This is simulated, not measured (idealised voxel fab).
Herein follows the process module entitled voxel transistor to metal.
The figure presents cross-section cut, which has a width of 195 nm and is divided into square cells with an edge length of 5 nm.
We lay out every cross-section as a grid of square cells and spell it out in bands from the top down, where one band means one or more rows of cells.
The band entry comprises the height of the band's top followed by the height of its bottom, expressed in nm, and subsequently the band's materials from left to right, each stated together with its width in nm. Where a single material is marked with the word "edge to edge", that material fills the band from edge to edge. The word "air" represents empty space.
Beneath 0, the wafer as received is one material, and that level is where height counting begins. The lowest band goes on downward without a bottom; it is written like "0 down".
You'd read "30->40" like this: the band's top row of cells is as wide as the first number, its bottom row is as wide as the second, and going down, every row changes width by the same amount as the row before did.
Where a step carries "all unchanged", the cross-section came out of it unchanged, cell for cell.
Each empty space that has no open way to the top and spans at least 8 cells appears under "Entrapped void list" as width x height at distance, the distance counted from the left edge, all in nm.
The remark found on a step's line after its settings is issued by the simulator itself and pertains to that step.
Each step line may optionally specify "overlay nm", which for a step with a mask gives the rightward distance between the mask's planned place and where it lay, a negative value indicating the leftward direction.
Process steps foreseen in the plan
| 1 | op RECEIVE | material Si |
| 2 | op OXIDIZE | depth nm 5 |
| 3 | op CONFORMAL_DEP | material SiN | thk nm 10 |
| 4 | op PATTERN | tone cover | mask id ACTIVE | material resist | width nm 115 | thk nm 20 | overlay nm 0 |
| 5 | op DIRECTIONAL_ETCH | etch materials SiN | depth nm 10 |
| 6 | op DIRECTIONAL_ETCH | etch materials SiO2 | depth nm 5 |
| 7 | op DIRECTIONAL_ETCH | etch materials Si | depth nm 35 |
| 8 | op STRIP | etch materials resist |
| 9 | op FILL_DEP | material SiO2 | thk nm 5 |
| 10 | op CMP | height nm 10 |
| 11 | op SELECTIVE_ETCH | etch materials SiO2 | depth nm 10 |
| 12 | op STRIP | etch materials SiN |
| 13 | op SELECTIVE_ETCH | etch materials SiO2 | depth nm 5 |
| 14 | op OXIDIZE | depth nm 5 |
| 15 | op DIRECTIONAL_DEP | material polySi | thk nm 20 |
| 16 | op DIRECTIONAL_DEP | material SiCN | thk nm 10 |
| 17 | op MASKED_ETCH | tone cover | mask id GATE | width nm 25 | etch materials SiCN | depth nm 20 | overlay nm 0 |
| 18 | op MASKED_ETCH | tone cover | mask id GATE | width nm 25 | etch materials polySi | depth nm 30 | overlay nm 0 |
| 19 | op CONFORMAL_DEP | material SiN | thk nm 10 |
| 20 | op DIRECTIONAL_ETCH | etch materials SiN | depth nm 10 |
| 21 | op DIRECTIONAL_ETCH | etch materials SiO2 | depth nm 5 |
| 22 | op DIRECTIONAL_ETCH | etch materials Si | depth nm 10 |
| 23 | op EPI | material SiGe | thk nm 10 |
| 24 | op FILL_DEP | material SiO2 | thk nm 5 |
| 25 | op CMP | height nm 15 |
| 26 | op STRIP | etch materials polySi |
| 27 | op SELECTIVE_ETCH | etch materials SiO2 | depth nm 5 |
| 28 | op CONFORMAL_DEP | material HfO2 | thk nm 5 |
| 29 | op CONFORMAL_DEP | material TiN | thk nm 5 |
| 30 | op FILL_DEP | material W | thk nm 10 |
| 31 | op CMP | height nm 10 |
| 32 | op DIRECTIONAL_DEP | material SiO2 | thk nm 15 |
| 33 | op MASKED_ETCH | tone open | mask id CONTACT | width nm 20 | pitch nm 75 | etch materials SiO2 | depth nm 35 | overlay nm 0 |
| 34 | op CONFORMAL_DEP | material TiN | thk nm 5 |
| 35 | op FILL_DEP | material W | thk nm 10 |
| 36 | op CMP | height nm 25 |
| 37 | op DIRECTIONAL_DEP | material TiN | thk nm 5 |
| 38 | op DIRECTIONAL_DEP | material W | thk nm 20 |
| 39 | op PATTERN | tone cover | mask id METAL_1 | material resist | width nm 20 | pitch nm 75 | thk nm 15 | overlay nm 0 |
| 40 | op DIRECTIONAL_ETCH | etch materials W | depth nm 20 |
| 41 | op DIRECTIONAL_ETCH | etch materials TiN | depth nm 5 |
| 42 | op STRIP | etch materials resist |
| 43 | op CONFORMAL_DEP | material SiN | thk nm 5 |
| 44 | op FILL_DEP | material lowk | thk nm 5 |
| 45 | op CMP | height nm 50 |
| 46 | op CONFORMAL_DEP | material SiCN | thk nm 5 |
As-received wafer cross-section (after step 1)
- 0 down  Si edge to edge
- Entrapped void list: none
The first of two wafers, cross-sectioned at the end of the module, with the run proceeding as planned
- 55 to 50  SiCN edge to edge
- 50 to 30  45 of lowk; 5 of SiN; 20 of W; 5 of SiN; 45 of lowk; 5 of SiN; 20 of W; 5 of SiN; 45 of lowk
- 30 to 25  50 of SiN; 20 of TiN; 55 of SiN; 20 of TiN; 50 of SiN
- 25 to 10  50 of SiO2; 5 of TiN; 10 of W; 5 of TiN; 55 of SiO2; 5 of TiN; 10 of W; 5 of TiN; 50 of SiO2
- 10 to 0  50 of SiO2; 5 of TiN; 10->5 of W; 5->10 of TiN; 5 of SiO2; 10 of SiN; 5 of HfO2; 5 of TiN; 5 of W; 5 of TiN; 5 of HfO2; 10 of SiN; 5 of SiO2; 5->10 of TiN; 10->5 of W; 5 of TiN; 50 of SiO2
- 0 to -5  50 of SiO2; 5 of TiN; 5 of W; 5 of TiN; 10 of SiGe; 10 of SiN; 5 of HfO2; 15 of TiN; 5 of HfO2; 10 of SiN; 10 of SiGe; 5 of TiN; 5 of W; 5 of TiN; 50 of SiO2
- -5 to -10  50 of SiO2; 15 of TiN; 10 of SiGe; 5 of SiO2; 35 of HfO2; 5 of SiO2; 10 of SiGe; 15 of TiN; 50 of SiO2
- -10 to -20  40 of SiO2; 35 of SiGe; 45 of Si; 35 of SiGe; 40 of SiO2
- -20 to -40  40 of SiO2; 115 of Si; 40 of SiO2
- -40 down  Si edge to edge
- Entrapped void list: none
Wafer two, sectioned after the module: the first wafer's start, the first wafer's plan, and one mistake in how it was run
- 55 to 50  SiCN edge to edge
- 50 to 30  45 of lowk; 5 of SiN; 20 of W; 5 of SiN; 45 of lowk; 5 of SiN; 20 of W; 5 of SiN; 45 of lowk
- 30 to 25  50 of SiN; 20 of TiN; 55 of SiN; 20 of TiN; 50 of SiN
- 25 to 10  50 of SiO2; 5 of TiN; 10 of HfO2; 5 of TiN; 55 of SiO2; 5 of TiN; 10 of HfO2; 5 of TiN; 50 of SiO2
- 10 to 0  50 of SiO2; 5 of TiN; 10->5 of HfO2; 5->10 of TiN; 5 of SiO2; 10 of SiN; 5 of HfO2; 5 of TiN; 5 of W; 5 of TiN; 5 of HfO2; 10 of SiN; 5 of SiO2; 5->10 of TiN; 10->5 of HfO2; 5 of TiN; 50 of SiO2
- 0 to -5  50 of SiO2; 5 of TiN; 5 of HfO2; 5 of TiN; 10 of SiGe; 10 of SiN; 5 of HfO2; 15 of TiN; 5 of HfO2; 10 of SiN; 10 of SiGe; 5 of TiN; 5 of HfO2; 5 of TiN; 50 of SiO2
- -5 to -10  50 of SiO2; 15 of TiN; 10 of SiGe; 5 of SiO2; 35 of HfO2; 5 of SiO2; 10 of SiGe; 15 of TiN; 50 of SiO2
- -10 to -20  40 of SiO2; 35 of SiGe; 45 of Si; 35 of SiGe; 40 of SiO2
- -20 to -40  40 of SiO2; 115 of Si; 40 of SiO2
- -40 down  Si edge to edge
- Entrapped void list: none
Short version of what went wrong: step 35: run off-plan, actual operation and settings op FILL_DEP | material HfO2 | thk nm 10
Final wafer comparison in cells, second versus first, more or fewer per material: HfO2: 20 more, W: 20 fewer
